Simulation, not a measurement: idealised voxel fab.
Process module in this document: voxel wiring stack
The cross-section shown here is cut; it is 140 nm wide and divided into square cells measuring 5 nm on a side.
In this document a cross-section is written as a grid of square cells. It is given as a series of bands, listed from the top down, and a band is one or more rows of cells.
Band: top and bottom heights (nm) first, top before bottom; then materials from left to right, widths in nm. "full width" marks a sole material filling the band edge to edge. "empty" denotes empty space.
Below 0: as-received wafer, all one material; heights counted from there. Lowest band: no bottom, goes on down, written "0 nm and below".
You'd read "30..40" like this: the band's top row of cells is as wide as the first number, its bottom row is as wide as the second, and going down, every row changes width by the same amount as the row before did.
Key: "all unchanged" - step with no changed cell in the cross-section.
The list in "Enclosed cavities" covers empty spaces of 8 cells or more that cannot reach the top through any open way, and it gives each as width x height at distance; the distance is from the left edge, and width, height and distance are in nm.
Formally, on a step line, whatever follows the settings is a remark that the simulator itself makes on the step.
overlay nm: right-of-plan distance of the mask on a masked step; negative values mean left-of-plan.
**List of planned process steps**
1 RECEIVE [material Si]
2 CONFORMAL_DEP [material SiO2] [thk nm 10]
3 CONFORMAL_DEP [material SiN] [thk nm 5]
4 DIRECTIONAL_DEP [material lowk] [thk nm 15]
5 PATTERN [tone open] [mask id METAL_1] [material resist] [width nm 30] [pitch nm 50] [thk nm 20] [overlay nm 0]
6 DIRECTIONAL_ETCH [etch materials lowk] [depth nm 15]
7 DIRECTIONAL_ETCH [etch materials SiN] [depth nm 5]
8 STRIP [etch materials resist]
9 CONFORMAL_DEP [material TiN] [thk nm 5]
10 FILL_DEP [material Cu] [thk nm 5]
11 CMP [height nm 30]
12 CONFORMAL_DEP [material SiCN] [thk nm 5]
13 DIRECTIONAL_DEP [material SiO2] [thk nm 30]
14 MASKED_ETCH [tone open] [mask id METAL_2_HOLES] [width nm 15] [pitch nm 50] [etch materials SiO2] [depth nm 30] [overlay nm 0]
15 DIRECTIONAL_DEP [material aC] [thk nm 15]
16 PATTERN [tone open] [mask id METAL_2] [material resist] [width nm 30] [pitch nm 50] [thk nm 30] [overlay nm 0]
17 DIRECTIONAL_ETCH [etch materials aC] [depth nm 15]
18 STRIP [etch materials resist]
19 DIRECTIONAL_ETCH [etch materials SiO2] [depth nm 15]
20 DIRECTIONAL_ETCH [etch materials SiCN] [depth nm 5]
21 STRIP [etch materials aC]
22 CONFORMAL_DEP [material TiN] [thk nm 5]
23 FILL_DEP [material Cu] [thk nm 5]
24 CMP [height nm 65]
25 CONFORMAL_DEP [material SiCN] [thk nm 5]
26 DIRECTIONAL_DEP [material lowk] [thk nm 10]
27 PATTERN [tone open] [mask id PLUG_2] [material resist] [width nm 15] [pitch nm 50] [thk nm 15] [overlay nm 0]
28 DIRECTIONAL_ETCH [etch materials lowk] [depth nm 10]
29 DIRECTIONAL_ETCH [etch materials SiCN] [depth nm 5]
30 STRIP [etch materials resist]
31 EPI [material Ru] [thk nm 10]
32 EPI [material Ru] [thk nm 5]
33 CONFORMAL_DEP [material SiCN] [thk nm 5]
34 DIRECTIONAL_DEP [material lowk] [thk nm 15]
35 PATTERN [tone open] [mask id METAL_3] [material resist] [width nm 30] [pitch nm 50] [thk nm 20] [overlay nm 0]
36 DIRECTIONAL_ETCH [etch materials lowk] [depth nm 15]
37 DIRECTIONAL_ETCH [etch materials SiCN] [depth nm 5]
38 STRIP [etch materials resist]
39 CONFORMAL_DEP [material TiN] [thk nm 5]
40 FILL_DEP [material Ru] [thk nm 5]
41 CMP [height nm 100]
42 EPI [material Ru] [thk nm 5]
43 FILL_DEP [material SiCN] [thk nm 5]
44 DIRECTIONAL_DEP [material lowk] [thk nm 30]
45 PATTERN [tone open] [mask id METAL_4_HOLES] [material resist] [width nm 15] [thk nm 20] [overlay nm 0]
46 DIRECTIONAL_ETCH [etch materials lowk] [depth nm 30]
47 STRIP [etch materials resist]
48 PATTERN [tone open] [mask id METAL_4] [material resist] [width nm 30] [pitch nm 50] [thk nm 15] [overlay nm 0]
49 DIRECTIONAL_ETCH [etch materials lowk] [depth nm 15]
50 DIRECTIONAL_ETCH [etch materials SiCN] [depth nm 5]
51 STRIP [etch materials resist]
52 CONFORMAL_DEP [material TiN] [thk nm 5]
53 FILL_DEP [material Cu] [thk nm 10]
54 CMP [height nm 140]
55 CONFORMAL_DEP [material SiN] [thk nm 5]
**As received (post step 1): cross-section**
> 0 nm and below | Si full width
> Enclosed cavities: none
**The cross-section shown corresponds to the wafer at the conclusion of the module. The initial structure and the process plan are those presented above; however, one mistake occurred in executing the plan**
> 145 nm to 140 nm | SiN full width
> 140 nm to 130 nm | lowk (30), then TiN (5), then Cu (20), then TiN (5), then lowk (20), then TiN (5), then Cu (20), then TiN (5), then lowk (30)
> 130 nm to 125 nm | lowk (30), then TiN (5), then Cu (5), then TiN (20), then lowk (20), then TiN (30), then lowk (30)
> 125 nm to 110 nm | lowk (30), then TiN (5), then Cu (5), then TiN (5), then lowk (95)
> 110 nm to 105 nm | SiCN (30), then TiN (15), then SiCN (95)
> 105 nm to 100 nm | SiCN (25), then Ru (40), then SiCN (10), then Ru (40), then SiCN (25)
> 100 nm to 85 nm | lowk (30), then TiN (5), then Ru (20), then TiN (5), then lowk (20), then TiN (5), then Ru (20), then TiN (5), then lowk (30)
> 85 nm to 80 nm | SiCN (30), then TiN (30), then SiCN (20), then TiN (30), then SiCN (30)
> 80 nm to 70 nm | lowk (30), then Ru (15), then lowk (35), then Ru (15), then lowk (45)
> 70 nm to 65 nm | SiCN (30), then Ru (15), then SiCN (35), then Ru (15), then SiCN (45)
> 65 nm to 50 nm | SiO2 (30), then TiN (5), then Cu (20), then TiN (5), then SiO2 (20), then TiN (5), then Cu (20), then TiN (5), then SiO2 (30)
> 50 nm to 45 nm | SiO2 (30), then TiN (5), then Cu (5), then TiN (20), then SiO2 (20), then TiN (5), then Cu (5), then TiN (20), then SiO2 (30)
> 45 nm to 35 nm | SiO2 (30), then TiN (5), then Cu (5), then TiN (5), then SiO2 (35), then TiN (5), then Cu (5), then TiN (5), then SiO2 (45)
> 35 nm to 30 nm | SiCN (30), then TiN (15), then SiCN (35), then TiN (15), then SiCN (45)
> 30 nm to 15 nm | lowk (30), then TiN (5), then Cu (20), then TiN (5), then lowk (20), then TiN (5), then Cu (20), then TiN (5), then lowk (30)
> 15 nm to 10 nm | SiN (30), then TiN (30), then SiN (20), then TiN (30), then SiN (30)
> 10 nm to 0 nm | SiO2 full width
> 0 nm and below | Si full width
> Enclosed cavities: none
Short version of what went wrong: not per plan at step 19, really ran DIRECTIONAL_ETCH [etch materials SiO2] [depth nm 20]
